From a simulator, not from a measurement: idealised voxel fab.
process module | voxel released beams
cross-section cut | 270 nm wide | cells 5 nm
A cross-section is a grid of square cells, given in bands from the top down. A band is one or more rows of cells.
Each band's line starts with the height of the band's top and of its bottom, in nm. Then come its materials from left to right, each with its width in nm. One material with "throughout" fills the band from edge to edge. "air" is empty space.
Height 0 is the level under which the wafer as received is all one material. The lowest band goes on downwards, as in "0 down".
A width such as "30 to 40" changes by the same amount from each row of cells to the next, from the band's top row to its bottom row.
"no change" after a step means that no cell of the cross-section changed.
closed voids: empty space of 8 cells or more with no open way to the top, each as width x height at its distance from the left edge, in nm
after a step's settings: what the simulator itself notes on the step
overlay nm, on a step with a mask: how far to the right of its planned place the mask lay; to the left if negative
plan
1 op RECEIVE | material Si
2 op CONFORMAL_DEP | material SiN | thk nm 10
3 op DIRECTIONAL_DEP | material SiO2 | thk nm 20
4 op MASKED_ETCH | tone open | mask id ANCHOR | width nm 30 | etch materials SiO2 | depth nm 20 | overlay nm 0
5 op CONFORMAL_DEP | material polySi | thk nm 10
6 op DIRECTIONAL_DEP | material aC | thk nm 10
7 op PATTERN | tone cover | mask id BEAM | material resist | width nm 90 | thk nm 25 | overlay nm 0
8 op DIRECTIONAL_ETCH | etch materials aC | depth nm 10
9 op STRIP | etch materials resist
10 op DIRECTIONAL_ETCH | etch materials polySi | depth nm 10
11 op STRIP | etch materials aC
12 op STRIP | etch materials SiO2
as received, after step 1
  0 down: Si throughout
  closed voids: none
first wafer at the end, as planned
  40 to 30: air 85 | polySi 15 | air 10 | polySi 65 | air 95
  30 to 20: air 90 | polySi 10 | air 10 | polySi 10 | air 150
  20 to 10: air 90 | polySi 30 | air 150
  10 to 0: SiN throughout
  0 down: Si throughout
  closed voids: none
second wafer at the end: like start, like plan, one mistake
  40 to 30: air 85 | polySi 15 | air 10 | polySi 70 | air 90
  30 to 20: air 90 | polySi 10 | air 10 | polySi 10 | air 150
  20 to 10: air 90 | polySi 30 | air 150
  10 to 0: SiN throughout
  0 down: Si throughout
  closed voids: none
what went wrong: step 7 ran as: op PATTERN | tone cover | mask id BEAM | material resist | width nm 95 | thk nm 25 | overlay nm 0
at the end the second wafer has, in cells: 2 more of polySi
